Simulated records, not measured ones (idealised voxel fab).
Documented hereafter: the process module known as voxel wiring stack.
230 nm wide, 5 nm square cells: that's cross-section cut.
This document writes a cross-section as a grid whose cells are square, and gives it as bands, listed from the top down; one or more rows of cells form a band.
Per band: top height and bottom height in nm, followed by the left-to-right materials and their widths in nm; "all across" marks a single material spanning edge to edge, "blank" marks empty space.
Note: height 0 marks the level under which the wafer is uniformly one material as received. Lowest band unbounded below, written "z 0 and below".
Graded width ("30..40"): value in top row of band = first number; value in bottom row = second number; row-to-row change constant.
Any step labelled "no alteration" changed none of the cells in the cross-section.
Enclosed empty spaces: empty space of 8 cells or more with no open way to the top, each as width x height at its distance from the left edge, in nm
Heads up: the bit after the settings on a step's line is the simulator's remark on that step.
"overlay nm", when on a step's line for a step with a mask, measures how far to the right of its planned place the mask lay; a negative measure means to the left.

# The planned process steps are enumerated hereunder
1: RECEIVE [material Si]
2: CONFORMAL_DEP [material SiO2] [thk nm 15]
3: CONFORMAL_DEP [material SiN] [thk nm 5]
4: DIRECTIONAL_DEP [material SiO2] [thk nm 20]
5: DIRECTIONAL_DEP [material aC] [thk nm 10]
6: PATTERN [tone open] [mask id METAL_1] [material resist] [width nm 20] [pitch nm 50] [thk nm 25] [overlay nm 0]
7: DIRECTIONAL_ETCH [etch materials aC] [depth nm 10]
8: STRIP [etch materials resist]
9: DIRECTIONAL_ETCH [etch materials SiO2] [depth nm 20]
10: DIRECTIONAL_ETCH [etch materials SiN] [depth nm 5]
11: STRIP [etch materials aC]
12: CONFORMAL_DEP [material TiN] [thk nm 5]
13: FILL_DEP [material W] [thk nm 10]
14: CMP [height nm 40]
15: EPI [material Ru] [thk nm 5]
16: FILL_DEP [material SiCN] [thk nm 5]
17: DIRECTIONAL_DEP [material lowk] [thk nm 30]
18: MASKED_ETCH [tone open] [mask id METAL_2_HOLES] [width nm 15] [pitch nm 50] [etch materials lowk] [depth nm 30] [overlay nm 0]
19: MASKED_ETCH [tone open] [mask id METAL_2] [width nm 20] [pitch nm 50] [etch materials lowk] [depth nm 15] [overlay nm 0]
20: MASKED_ETCH [tone open] [mask id METAL_2] [width nm 20] [pitch nm 50] [etch materials SiCN] [depth nm 5] [overlay nm 0]
21: CONFORMAL_DEP [material TiN] [thk nm 5]
22: FILL_DEP [material Cu] [thk nm 5]
23: CMP [height nm 80]
24: CONFORMAL_DEP [material SiCN] [thk nm 5]
25: DIRECTIONAL_DEP [material lowk] [thk nm 25]
26: PATTERN [tone open] [mask id METAL_3] [material resist] [width nm 20] [pitch nm 50] [thk nm 20] [overlay nm 0]
27: DIRECTIONAL_ETCH [etch materials lowk] [depth nm 15]
28: STRIP [etch materials resist]
29: PATTERN [tone open] [mask id METAL_3_HOLES] [material resist] [width nm 15] [pitch nm 50] [thk nm 20] [overlay nm 0]
30: DIRECTIONAL_ETCH [etch materials lowk] [depth nm 10]
31: DIRECTIONAL_ETCH [etch materials SiCN] [depth nm 5]
32: STRIP [etch materials resist]
33: CONFORMAL_DEP [material TiN] [thk nm 5]
34: FILL_DEP [material Ru] [thk nm 10]
35: CMP [height nm 110]
36: CONFORMAL_DEP [material SiN] [thk nm 5]

# Wafer cross-section on receipt, i.e. after step 1
	z 0 and below | Si all across
	Enclosed empty spaces: none

# The following cross-section depicts the wafer upon conclusion of the module. Processing commenced from the starting condition illustrated above and adhered to the plan illustrated above, save for one mistake in execution
	z 115 to 110 | SiN all across
	z 110 to 100 | 80 nm lowk / 5 nm TiN / 10 nm Ru / 5 nm TiN / 30 nm lowk / 5 nm TiN / 10 nm Ru / 5 nm TiN / 80 nm lowk
	z 100 to 95 | 80 nm lowk / 5 nm TiN / 5 nm Ru / 10 nm TiN / 30 nm lowk / 5 nm TiN / 5 nm Ru / 10 nm TiN / 80 nm lowk
	z 95 to 85 | 80 nm lowk / 5 nm TiN / 5 nm Ru / 5 nm TiN / 35 nm lowk / 5 nm TiN / 5 nm Ru / 5 nm TiN / 85 nm lowk
	z 85 to 80 | 80 nm SiCN / 15 nm TiN / 35 nm SiCN / 15 nm TiN / 85 nm SiCN
	z 80 to 70 | 80 nm lowk / 5 nm TiN / 5 nm Cu / 5 nm TiN / 35 nm lowk / 5 nm TiN / 5 nm Cu / 5 nm TiN / 85 nm lowk
	z 70 to 65 | 80 nm lowk / 15 nm TiN / 35 nm lowk / 15 nm TiN / 85 nm lowk
	z 65 to 50 | lowk all across
	z 50 to 45 | SiCN all across
	z 45 to 40 | 75 nm SiCN / 30 nm Ru / 20 nm SiCN / 30 nm Ru / 75 nm SiCN
	z 40 to 20 | 80 nm SiO2 / 5 nm TiN / 10 nm W / 5 nm TiN / 30 nm SiO2 / 5 nm TiN / 10 nm W / 5 nm TiN / 80 nm SiO2
	z 20 to 15 | 80 nm SiN / 20 nm TiN / 30 nm SiN / 20 nm TiN / 80 nm SiN
	z 15 to 0 | SiO2 all across
	z 0 and below | Si all across
	Enclosed empty spaces: none
Want to know what went wrong? twice, step 17 of the plan was run
